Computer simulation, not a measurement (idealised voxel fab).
process module | voxel released beams
cross-section cut | 210 nm wide | cells 5 nm
A cross-section is a grid of square cells, given in bands from the top down. A band is one or more rows of cells.
Each band's line starts with the height of the band's top and of its bottom, in nm. Then come its materials from left to right, each with its width in nm. One material with "throughout" fills the band from edge to edge. "air" is empty space.
Height 0 is the level under which the wafer as received is all one material. The lowest band goes on downwards, as in "0 down".
A width such as "30 to 40" changes by the same amount from each row of cells to the next, from the band's top row to its bottom row.
"no change" after a step means that no cell of the cross-section changed.
closed voids: empty space of 8 cells or more with no open way to the top, each as width x height at its distance from the left edge, in nm
after a step's settings: what the simulator itself notes on the step
overlay nm, on a step with a mask: how far to the right of its planned place the mask lay; to the left if negative
plan
1 op RECEIVE | material Si
2 op CONFORMAL_DEP | material Al2O3 | thk nm 10
3 op DIRECTIONAL_DEP | material SiO2 | thk nm 10
4 op PATTERN | tone open | mask id ANCHOR | material resist | width nm 35 | thk nm 15 | overlay nm 0
5 op DIRECTIONAL_ETCH | etch materials SiO2 | depth nm 10
6 op STRIP | etch materials resist
7 op CONFORMAL_DEP | material SiN | thk nm 15
8 op PATTERN | tone cover | mask id BEAM | material resist | width nm 105 | thk nm 15 | overlay nm 0
9 op DIRECTIONAL_ETCH | etch materials SiN | depth nm 15
10 op STRIP | etch materials resist
11 op STRIP | etch materials SiO2
first wafer, as planned
as received, after step 1
  0 down: Si throughout
  closed voids: none
after step 2
  10 to 0: Al2O3 throughout
  below 0: unchanged
after step 3
  20 to 10: SiO2 throughout
  below 10: unchanged
after step 4
  35 to 20: resist 55 | air 35 | resist 120
  below 20: unchanged
after step 5
  35 to 20: resist 55 | air 35 | resist 120
  20 to 10: SiO2 55 | air 35 | SiO2 120
  below 10: unchanged
after step 6
  20 to 10: SiO2 55 | air 35 | SiO2 120
  below 10: unchanged
after step 7
  35 to 25: SiN 70 | air 5 | SiN 135
  25 to 20: SiN throughout
  20 to 10: SiO2 55 | SiN 35 | SiO2 120
  below 10: unchanged
after step 8
  50 to 35: air 50 | resist 105 | air 55
  35 to 25: SiN 70 | resist 5 | SiN 135
  below 25: unchanged
after step 9
  50 to 35: air 50 | resist 105 | air 55
  35 to 25: air 50 | SiN 20 | resist 5 | SiN 80 | air 55
  25 to 20: air 50 | SiN 105 | air 55
  below 20: unchanged
after step 10
  35 to 25: air 50 | SiN 20 | air 5 | SiN 80 | air 55
  below 25: unchanged
after step 11
  35 to 25: air 50 | SiN 20 | air 5 | SiN 80 | air 55
  25 to 20: air 50 | SiN 105 | air 55
  20 to 10: air 55 | SiN 35 | air 120
  below 10: unchanged
second wafer: like start, like plan, one mistake. Through step 3 it matches the first wafer
when step 4 should have ended
  35 to 20: air 55 | resist 35 | air 120
  below 20: unchanged
when step 5 should have ended
  35 to 20: air 55 | resist 35 | air 120
  20 to 10: air 55 | SiO2 35 | air 120
  below 10: unchanged
when step 6 should have ended
  20 to 10: air 55 | SiO2 35 | air 120
  below 10: unchanged
when step 7 should have ended
  35 to 25: air 40 | SiN 65 | air 105
  25 to 20: SiN throughout
  20 to 10: SiN 55 | SiO2 35 | SiN 120
  below 10: unchanged
when step 8 should have ended
  50 to 35: air 50 | resist 105 | air 55
  35 to 25: air 40 | SiN 65 | resist 50 | air 55
  below 25: unchanged
when step 9 should have ended
  50 to 35: air 50 | resist 105 | air 55
  35 to 25: air 50 | SiN 55 | resist 50 | air 55
  25 to 20: air 50 | SiN 105 | air 55
  20 to 10: air 40 | SiN 15 | SiO2 35 | SiN 65 | air 55
  below 10: unchanged
when step 10 should have ended
  35 to 25: air 50 | SiN 55 | air 105
  below 25: unchanged
when step 11 should have ended: no change
what went wrong: step 4 ran as: op PATTERN | tone cover | mask id ANCHOR | material resist | width nm 35 | thk nm 15 | overlay nm 0
at the end the second wafer has, in cells: 14 more of SiO2
